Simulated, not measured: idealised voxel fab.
The following process module bears the name voxel capacitor over wiring.
cross-section cut | 230 nm wide | cells 5 nm
In what follows, cross-sections appear as grids of square cells, described through bands that run from the top down, where every band is one or more rows of cells. Read a band's entry like this: the first values are the height of its top and the height of its bottom in nm, and what follows is the sequence of materials from left to right, each with its width in nm. Note that "blank" is empty space, and that a single material marked "full width" reaches across the band from edge to edge. Measure heights from 0. That's the level where, below it, the as-received wafer is all one material. The lowest band is bottomless and extends downward; write it as in "0..down". Width: "30..40" (first number = top row, second number = bottom row, same change from row to row of cells). "identical to before", as given for a step, is the statement that not any cell of the cross-section underwent a change during that step. Basically, "Enclosed void entries" tells you about the enclosed voids: empty spaces with no open way to the top, 8 cells or bigger, each written width x height at distance, where distance is from the left edge, all in nm. Formally, on a step line, whatever follows the settings is a remark that the simulator itself makes on the step. The line of a step may include "overlay nm". On a step with a mask, this value is how far to the right of its planned place the mask lay. A negative value means the mask lay to the left.
Below is the list of planned process steps:
1 RECEIVE with material Si
2 CONFORMAL_DEP with material SiO2, thk nm 10
3 DIRECTIONAL_DEP with material TiN, thk nm 5
4 DIRECTIONAL_DEP with material W, thk nm 25
5 DIRECTIONAL_DEP with material aC, thk nm 10
6 PATTERN with tone cover, mask id METAL_1, material resist, width nm 30, pitch nm 85, thk nm 30, overlay nm 0
7 DIRECTIONAL_ETCH with etch materials aC, depth nm 10
8 STRIP with etch materials resist
9 DIRECTIONAL_ETCH with etch materials W, depth nm 25
10 DIRECTIONAL_ETCH with etch materials TiN, depth nm 5
11 STRIP with etch materials aC
12 FILL_DEP with material SiO2, thk nm 5
13 CMP with height nm 40
14 CONFORMAL_DEP with material SiCN, thk nm 5
15 DIRECTIONAL_DEP with material SiO2, thk nm 20
16 PATTERN with tone open, mask id PLUG_1, material resist, width nm 15, thk nm 20, overlay nm 0
17 DIRECTIONAL_ETCH with etch materials SiO2, depth nm 20
18 DIRECTIONAL_ETCH with etch materials SiCN, depth nm 5
19 STRIP with etch materials resist
20 CONFORMAL_DEP with material TiN, thk nm 5
21 FILL_DEP with material Ru, thk nm 10
22 CMP with height nm 65
23 DIRECTIONAL_DEP with material TiN, thk nm 10
24 DIRECTIONAL_DEP with material SiN, thk nm 5
25 DIRECTIONAL_DEP with material TiN, thk nm 10
26 PATTERN with tone cover, mask id UPPER_PLATE, material resist, width nm 60, thk nm 20, overlay nm 0
27 DIRECTIONAL_ETCH with etch materials TiN, depth nm 10
28 DIRECTIONAL_ETCH with etch materials SiN, depth nm 5
29 STRIP with etch materials resist
30 PATTERN with tone cover, mask id LOWER_PLATE, material resist, width nm 70, thk nm 15, overlay nm 0
31 DIRECTIONAL_ETCH with etch materials TiN, depth nm 10
32 STRIP with etch materials resist
33 FILL_DEP with material SiO2, thk nm 15
34 CMP with height nm 100
35 PATTERN with tone open, mask id PLUG_2, material resist, width nm 15, thk nm 20, overlay nm 0
36 DIRECTIONAL_ETCH with etch materials SiO2, depth nm 10
37 STRIP with etch materials resist
38 CONFORMAL_DEP with material TiN, thk nm 5
39 FILL_DEP with material W, thk nm 10
40 CMP with height nm 100
41 CONFORMAL_DEP with material SiN, thk nm 5
The cross-section here shows the wafer as received, i.e. in its state after step 1:
    0..down  Si full width
    Enclosed void entries: none
Sectioned view, first of two wafers, at the close of the module, processed as intended in the plan:
    105..100  SiN full width
    100..95  SiO2 (80) | TiN (5) | W (5) | TiN (5) | SiO2 (135)
    95..90  SiO2 (80) | TiN (15) | SiO2 (135)
    90..80  SiO2 (70) | TiN (60) | SiO2 (100)
    80..75  SiO2 (70) | SiN (60) | SiO2 (100)
    75..65  SiO2 (65) | TiN (70) | SiO2 (95)
    65..45  SiO2 (70) | TiN (5) | Ru (5) | TiN (5) | SiO2 (145)
    45..40  SiCN (70) | TiN (15) | SiCN (145)
    40..15  SiO2 (55) | W (30) | SiO2 (55) | W (30) | SiO2 (60)
    15..10  SiO2 (55) | TiN (30) | SiO2 (55) | TiN (30) | SiO2 (60)
    10..0  SiO2 full width
    0..down  Si full width
    Enclosed void entries: none
Second wafer of the two, sectioned at the end of the module. It began like the first and followed the same plan, but one mistake was made while running it:
    115..110  SiN full width
    110..105  W full width
    105..100  TiN (85) | W (5) | TiN (140)
    100..95  SiO2 (80) | TiN (5) | W (5) | TiN (5) | SiO2 (135)
    95..90  SiO2 (80) | TiN (15) | SiO2 (135)
    90..80  SiO2 (70) | TiN (60) | SiO2 (100)
    80..75  SiO2 (70) | SiN (60) | SiO2 (100)
    75..65  SiO2 (65) | TiN (70) | SiO2 (95)
    65..45  SiO2 (70) | TiN (5) | Ru (5) | TiN (5) | SiO2 (145)
    45..40  SiCN (70) | TiN (15) | SiCN (145)
    40..15  SiO2 (55) | W (30) | SiO2 (55) | W (30) | SiO2 (60)
    15..10  SiO2 (55) | TiN (30) | SiO2 (55) | TiN (30) | SiO2 (60)
    10..0  SiO2 full width
    0..down  Si full width
    Enclosed void entries: none
What was the processing mistake? step 40 ran with different settings than intended, the actual operation and settings being CMP with height nm 110
Cell-count delta at end, second wafer over first, by material: TiN +45; W +47
